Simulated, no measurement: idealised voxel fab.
Process module in this document: voxel gate over fins
Shown is cross-section cut, with a width of 245 nm and square cells of size 5 nm.
For the purposes of this document, a cross-section shall be understood as a grid of square cells, specified as bands listed in top-to-bottom order, each band consisting of one or more rows of cells. Heads up on the band format: heights come first, top then bottom, in nm. After that it's the materials left to right, each with its width in nm. A single material flagged "everywhere" fills the whole band edge to edge, and "empty" means there's empty space there. It should be noted that heights are counted from 0, beneath which the wafer as supplied is of one material throughout, and that the lowest band possesses no lower boundary but continues downward, as written in "0 nm and below". It should be noted that a width expressed as "30 to 40" varies in equal increments from row to row of cells within the band, taking the value of the first number at the top row and that of the second number at the bottom row. What does "same as before" mean for a step? It means no cell of the cross-section changed in that step. The entry "Closed cavity list" lists the empty spaces that cover at least 8 cells and have no open path to the top. Each is written as width x height at distance, where the distance is measured from the left edge and all three values are in nm. Anything after a step's settings on that line? It's the simulator's own note about the step. overlay nm: mask offset rightward from planned place, masked step; negative means leftward offset.
## List of planned process steps
1,op RECEIVE | material Si
2,op CONFORMAL_DEP | material SiN | thk nm 5
3,op PATTERN | tone cover | mask id FINS | material resist | width nm 15 | pitch nm 35 | thk nm 20 | overlay nm 0
4,op DIRECTIONAL_ETCH | etch materials SiN | depth nm 5
5,op DIRECTIONAL_ETCH | etch materials Si | depth nm 30
6,op STRIP | etch materials resist
7,op FILL_DEP | material SiO2 | thk nm 10
8,op CMP | height nm 5
9,op SELECTIVE_ETCH | etch materials SiO2 | depth nm 20
10,op STRIP | etch materials SiN
11,op CONFORMAL_DEP | material HfO2 | thk nm 5
12,op CONFORMAL_DEP | material TiN | thk nm 5
13,op CONFORMAL_DEP | material TiAl | thk nm 5
14,op CONFORMAL_DEP | material TiN | thk nm 5
15,op FILL_DEP | material W | thk nm 15
16,op CMP | height nm 30
17,op CONFORMAL_DEP | material SiCN | thk nm 5
## Cross-sectional view of the wafer in its as-received condition, corresponding to the state after step 1
0 nm and below: Si everywhere
Closed cavity list: none
## The following cross-section depicts the wafer upon conclusion of the module. Processing commenced from the starting condition illustrated above and adhered to the plan illustrated above, save for one mistake in execution
35 nm to 30 nm: SiCN everywhere
30 nm to 20 nm: W everywhere
20 nm to 15 nm: TiN everywhere
15 nm to 10 nm: TiAl everywhere
10 nm to 5 nm: TiN everywhere
5 nm to 0 nm: HfO2 (100)  TiN (5)  HfO2 (30)  TiN (5)  HfO2 (105)
0 nm to -10 nm: Si (95)  HfO2 (5)  TiN (5)  HfO2 (5)  Si (20)  HfO2 (5)  TiN (5)  HfO2 (5)  Si (100)
-10 nm to -15 nm: Si (95)  HfO2 (15)  Si (20)  HfO2 (15)  Si (100)
-15 nm to -30 nm: Si (95)  SiO2 (15)  Si (20)  SiO2 (15)  Si (100)
-30 nm and below: Si everywhere
Closed cavity list: none
In executing the process, a mistake was made relative to the plan: step 3 went in with a setting other than planned; the actual run was op PATTERN | tone open | mask id FINS | material resist | width nm 15 | pitch nm 35 | thk nm 20 | overlay nm 0
